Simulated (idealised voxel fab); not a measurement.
The process module that follows is named voxel spacer lines.
Displayed cross-section: cut, width of 160 nm, square cells sized 5 nm.
Cross-section layout: square cells on a grid; listed as bands, top to bottom; a band spans one or more cell rows.
Each band's line starts with the height of the band's top and of its bottom, in nm. Then come its materials from left to right, each with its width in nm. One material with "everywhere" fills the band from edge to edge. "empty" is empty space.
It should be noted that heights are counted from 0, beneath which the wafer as supplied is of one material throughout, and that the lowest band possesses no lower boundary but continues downward, as written in "from 0 down".
The width entry "30->40" should be interpreted row by row: the top row of cells in the band takes the first number, the bottom row takes the second number, and the change between adjacent rows is uniform throughout.
It should be understood that the words "remains unaltered", when stated for a given step, signify that the cross-section underwent no change in any of its cells during that step.
In "Enclosed void list" the enclosed voids are listed, meaning empty spaces of 8 cells or larger without any opening to the top. The form is width x height at distance, distance from the left edge, units nm.
On a step's line, text after the settings is the simulator commenting on that step.
"overlay nm" denotes, for a step that has a mask, the displacement of the mask to the right of its planned place, with negative values corresponding to the left.
## Steps in the process plan
| 1 | RECEIVE, material Si |
| 2 | CONFORMAL_DEP, material Al2O3, thk nm 5 |
| 3 | DIRECTIONAL_DEP, material W, thk nm 15 |
| 4 | DIRECTIONAL_DEP, material aC, thk nm 20 |
| 5 | PATTERN, tone cover, mask id MANDREL, material resist, width nm 20, pitch nm 60, thk nm 25, overlay nm 0 |
| 6 | DIRECTIONAL_ETCH, etch materials aC, depth nm 20 |
| 7 | STRIP, etch materials resist |
| 8 | CONFORMAL_DEP, material SiO2, thk nm 10 |
| 9 | DIRECTIONAL_ETCH, etch materials SiO2, depth nm 10 |
| 10 | STRIP, etch materials aC |
| 11 | DIRECTIONAL_ETCH, etch materials W, depth nm 15 |
| 12 | STRIP, etch materials SiO2 |
## The first wafer of two, processed as planned
## Step 1 complete: cross-section of the wafer as received
- from 0 down: Si everywhere
- Enclosed void list: none
## After step 2: wafer cross-section
- from 5 to 0: Al2O3 everywhere
- Everything under 0 stays put, no change at all.
## After step 3: wafer cross-section
- from 20 to 5: W everywhere
- Everything under 5 stays put, no change at all.
## After step 4: wafer cross-section
- from 40 to 20: aC everywhere
- Everything under 20 stays put, no change at all.
## After step 5: wafer cross-section
- from 65 to 40: empty (40), then resist (20), then empty (40), then resist (20), then empty (40)
- Everything under 40 stays put, no change at all.
## After step 6: wafer cross-section
- from 45 to 40: empty (40), then resist (20), then empty (40), then resist (20), then empty (40)
- from 40 to 20: empty (40), then aC (20), then empty (40), then aC (20), then empty (40)
- Everything under 20 stays put, no change at all.
## After step 7: wafer cross-section
- from 40 to 20: empty (40), then aC (20), then empty (40), then aC (20), then empty (40)
- Everything under 20 stays put, no change at all.
## After step 8: wafer cross-section
- from 50 to 40: empty (30), then SiO2 (40), then empty (20), then SiO2 (40), then empty (30)
- from 40 to 30: empty (30), then SiO2 (10), then aC (20), then SiO2 (10), then empty (20), then SiO2 (10), then aC (20), then SiO2 (10), then empty (30)
- from 30 to 20: SiO2 (40), then aC (20), then SiO2 (40), then aC (20), then SiO2 (40)
- Everything under 20 stays put, no change at all.
## After step 9: wafer cross-section
- from 40 to 20: empty (30), then SiO2 (10), then aC (20), then SiO2 (10), then empty (20), then SiO2 (10), then aC (20), then SiO2 (10), then empty (30)
- Everything under 20 stays put, no change at all.
## After step 10: wafer cross-section
- from 40 to 20: empty (30), then SiO2 (10), then empty (20), then SiO2 (10), then empty (20), then SiO2 (10), then empty (20), then SiO2 (10), then empty (30)
- Everything under 20 stays put, no change at all.
## After step 11: wafer cross-section
- from 40 to 20: empty (30), then SiO2 (10), then empty (20), then SiO2 (10), then empty (20), then SiO2 (10), then empty (20), then SiO2 (10), then empty (30)
- from 20 to 5: empty (30), then W (10), then empty (20), then W (10), then empty (20), then W (10), then empty (20), then W (10), then empty (30)
- Everything under 5 stays put, no change at all.
## After step 12: wafer cross-section
- from 20 to 5: empty (30), then W (10), then empty (20), then W (10), then empty (20), then W (10), then empty (20), then W (10), then empty (30)
- Everything under 5 stays put, no change at all.
## Regarding the second of the two wafers: it shared the first wafer's starting condition and process plan, yet one error occurred during its execution. Its history coincides with that of the first wafer up to and including step 4
## Cross-sectional view of the second wafer at the intended end time of process step 5
- from 65 to 40: empty (30), then resist (20), then empty (40), then resist (20), then empty (50)
- Everything under 40 stays put, no change at all.
## Cross-sectional view of the second wafer at the intended end time of process step 6
- from 45 to 40: empty (30), then resist (20), then empty (40), then resist (20), then empty (50)
- from 40 to 20: empty (30), then aC (20), then empty (40), then aC (20), then empty (50)
- Everything under 20 stays put, no change at all.
## Cross-sectional view of the second wafer at the intended end time of process step 7
- from 40 to 20: empty (30), then aC (20), then empty (40), then aC (20), then empty (50)
- Everything under 20 stays put, no change at all.
## Cross-sectional view of the second wafer at the intended end time of process step 8
- from 50 to 40: empty (20), then SiO2 (40), then empty (20), then SiO2 (40), then empty (40)
- from 40 to 30: empty (20), then SiO2 (10), then aC (20), then SiO2 (10), then empty (20), then SiO2 (10), then aC (20), then SiO2 (10), then empty (40)
- from 30 to 20: SiO2 (30), then aC (20), then SiO2 (40), then aC (20), then SiO2 (50)
- Everything under 20 stays put, no change at all.
## Cross-sectional view of the second wafer at the intended end time of process step 9
- from 40 to 20: empty (20), then SiO2 (10), then aC (20), then SiO2 (10), then empty (20), then SiO2 (10), then aC (20), then SiO2 (10), then empty (40)
- Everything under 20 stays put, no change at all.
## Cross-sectional view of the second wafer at the intended end time of process step 10
- from 40 to 20: empty (20), then SiO2 (10), then empty (20), then SiO2 (10), then empty (20), then SiO2 (10), then empty (20), then SiO2 (10), then empty (40)
- Everything under 20 stays put, no change at all.
## Cross-sectional view of the second wafer at the intended end time of process step 11
- from 40 to 20: empty (20), then SiO2 (10), then empty (20), then SiO2 (10), then empty (20), then SiO2 (10), then empty (20), then SiO2 (10), then empty (40)
- from 20 to 5: empty (20), then W (10), then empty (20), then W (10), then empty (20), then W (10), then empty (20), then W (10), then empty (40)
- Everything under 5 stays put, no change at all.
## Cross-sectional view of the second wafer at the intended end time of process step 12
- from 20 to 5: empty (20), then W (10), then empty (20), then W (10), then empty (20), then W (10), then empty (20), then W (10), then empty (40)
- Everything under 5 stays put, no change at all.
Processing error: contrary to plan, step 5 was performed as PATTERN, tone cover, mask id MANDREL, material resist, width nm 20, pitch nm 60, thk nm 25, overlay nm -10
Upon completion, the cell count for each material on the second wafer equals that on the first, whereas the spatial distribution of those cells differs.
